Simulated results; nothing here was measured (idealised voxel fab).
This section sets out a process module, namely voxel self aligned vias.
The cross-section shown here is cut; it is 275 nm wide and divided into square cells measuring 5 nm on a side.
This document writes a cross-section as a grid whose cells are square, and gives it as bands, listed from the top down; one or more rows of cells form a band.
Within each band entry, the heights of the top and of the bottom of the band appear first, in that order and in nm; the materials of the band then follow from left to right, each with its corresponding width in nm. The designation "all across" on a single material indicates that it fills the band from edge to edge; the designation "air" indicates empty space.
Height reference: 0 = level under which incoming wafer is all one material. Lowest band: no bottom, runs on downward, e.g. "0 nm and below".
Width "30 to 40": first value at the band's top row of cells, second value at its bottom row, equal change from row to row.
The designation "remains unaltered", where it is given for a processing step, indicates that no cell of the cross-section was altered in the course of that step.
This entry, "Enclosed empty spaces", enumerates those empty regions of no fewer than 8 cells that possess no open connection to the top. Each region is reported in the form width x height at distance, the distance being taken from the left edge, with all three quantities expressed in nm.
Read whatever lies past the settings on a step's line as the simulator's own remark about the step.
"overlay nm" on a masked step: distance the mask lay right of its planned place, negative for left.

Below is the list of planned process steps:
step 1: RECEIVE: material Si
step 2: CONFORMAL_DEP: material SiO2, thk nm 15
step 3: CONFORMAL_DEP: material SiCN, thk nm 5
step 4: DIRECTIONAL_DEP: material SiO2, thk nm 30
step 5: DIRECTIONAL_DEP: material aC, thk nm 15
step 6: PATTERN: tone open, mask id LINES, material resist, width nm 15, pitch nm 65, thk nm 35, overlay nm 0
step 7: DIRECTIONAL_ETCH: etch materials aC, depth nm 15
step 8: STRIP: etch materials resist
step 9: DIRECTIONAL_ETCH: etch materials SiO2, depth nm 30
step 10: STRIP: etch materials aC
step 11: CONFORMAL_DEP: material TiN, thk nm 5
step 12: FILL_DEP: material W, thk nm 5
step 13: CMP: height nm 50
step 14: SELECTIVE_ETCH: etch materials W Ru TiN, depth nm 5
step 15: FILL_DEP: material SiN, thk nm 10
step 16: CMP: height nm 50
step 17: DIRECTIONAL_DEP: material SiO2, thk nm 15
step 18: DIRECTIONAL_DEP: material aC, thk nm 15
step 19: PATTERN: tone open, mask id VIAS, material resist, width nm 40, pitch nm 130, thk nm 35, overlay nm 0
step 20: DIRECTIONAL_ETCH: etch materials aC, depth nm 15
step 21: STRIP: etch materials resist
step 22: DIRECTIONAL_ETCH: etch materials SiO2, depth nm 15
step 23: DIRECTIONAL_ETCH: etch materials SiN, depth nm 5
step 24: STRIP: etch materials aC
step 25: CONFORMAL_DEP: material TiN, thk nm 5
step 26: FILL_DEP: material Cu, thk nm 5
step 27: CMP: height nm 65
step 28: CONFORMAL_DEP: material SiCN, thk nm 5
Same starting wafers, different width nm at step 6. Plan value belongs to the first wafer.

As-received state after step 1, first of several wafers, cross-section:
* 0 nm and below | Si all across
* Enclosed empty spaces: none

Gained (+) or lost (-) cells of each material since receipt, then closed voids: one row per wafer, at the end of the module:
width nm 15, +26 Cu, +110 SiCN, +3 SiN, +558 SiO2, +61 TiN, +12 W, Enclosed empty spaces: none
width nm 20, +28 Cu, +110 SiCN, +4 SiN, +540 SiO2, +64 TiN, +24 W, Enclosed empty spaces: none
width nm 25, +30 Cu, +110 SiCN, +5 SiN, +522 SiO2, +67 TiN, +36 W, Enclosed empty spaces: none
width nm 30, +32 Cu, +110 SiCN, +6 SiN, +504 SiO2, +70 TiN, +48 W, Enclosed empty spaces: none
width nm 35, +34 Cu, +110 SiCN, +7 SiN, +486 SiO2, +73 TiN, +60 W, Enclosed empty spaces: none
